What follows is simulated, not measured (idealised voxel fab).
You're looking at the process module voxel self aligned contacts.
The cross-section shown here is cut; it is 245 nm wide and divided into square cells measuring 5 nm on a side.
Format of a cross-section: grid, square cells. Given as bands. Order: top down. Band: one or more rows of cells. What a band's entry tells you: where the top is and where the bottom is, as heights in nm, and after that what lies inside, material by material from left to right, each with its width in nm. Empty space is written as the word "empty", and a single material marked with the word "all across" occupies the band from edge to edge. Measure heights from 0. That's the level where, below it, the as-received wafer is all one material. The lowest band is bottomless and extends downward; write it as in "0 -> down". It should be noted that a width expressed as "30->40" varies in equal increments from row to row of cells within the band, taking the value of the first number at the top row and that of the second number at the bottom row. "everything unchanged" for a step: no cell of the cross-section changed in that step. For the entry "Closed void entries", the listed items are empty spaces with no open way to the top whose size is 8 cells or more; each item follows the pattern width x height at distance, where distance is from the left edge and all three are in nm. Whatever follows a step's settings on its line is a remark the simulator itself makes about that step. The setting "overlay nm" may be written on the line of a step. When the step uses a mask, the value reports how far to the right of the planned place the mask lay, and a negative value reports that it lay to the left.

Intended process steps
| 1 | RECEIVE,material Si |
| 2 | OXIDIZE,depth nm 5 |
| 3 | DIRECTIONAL_DEP,material polySi,thk nm 25 |
| 4 | DIRECTIONAL_DEP,material SiN,thk nm 15 |
| 5 | DIRECTIONAL_DEP,material aC,thk nm 15 |
| 6 | PATTERN,tone cover,mask id GATE,material resist,width nm 35,pitch nm 70,thk nm 35,overlay nm 0 |
| 7 | DIRECTIONAL_ETCH,etch materials aC,depth nm 15 |
| 8 | STRIP,etch materials resist |
| 9 | DIRECTIONAL_ETCH,etch materials SiN,depth nm 15 |
| 10 | DIRECTIONAL_ETCH,etch materials polySi,depth nm 25 |
| 11 | STRIP,etch materials aC |
| 12 | CONFORMAL_DEP,material SiN,thk nm 5 |
| 13 | DIRECTIONAL_ETCH,etch materials SiN,depth nm 5 |
| 14 | FILL_DEP,material SiO2,thk nm 10 |
| 15 | CMP,height nm 45 |
| 16 | PATTERN,tone open,mask id CONTACT,material resist,width nm 55,thk nm 15,overlay nm 0 |
| 17 | DIRECTIONAL_ETCH,etch materials SiO2,depth nm 50 |
| 18 | STRIP,etch materials resist |
| 19 | CONFORMAL_DEP,material TiN,thk nm 5 |
| 20 | FILL_DEP,material W,thk nm 10 |
| 21 | CMP,height nm 45 |
| 22 | CONFORMAL_DEP,material SiN,thk nm 5 |

Cross-section of the wafer at receipt, which is the condition after step 1
	0 -> down  Si all across
	Closed void entries: none

The plan above was carried out on the starting structure above with one mistake, and this cross-section shows the wafer at the end of the module
	50 -> 45  SiN all across
	45 -> 40  SiO2=95  TiN=15  W=15  TiN=25  SiO2=95
	40 -> 25  SiO2=60  SiN=45  TiN=5  W=15  TiN=5  SiN=45  SiO2=70
	25 -> 0  SiO2=60  SiN=5  polySi=35  SiN=5  TiN=5  W=15  TiN=5  SiN=5  polySi=35  SiN=5  SiO2=70
	0 -> -5  SiO2=105  TiN=25  SiO2=115
	-5 -> down  Si all across
	Closed void entries: none
Against the plan, the run slipped here: note that step 6 departed from the planned setting and was carried out as PATTERN,tone cover,mask id GATE,material resist,width nm 35,pitch nm 70,thk nm 35,overlay nm -5
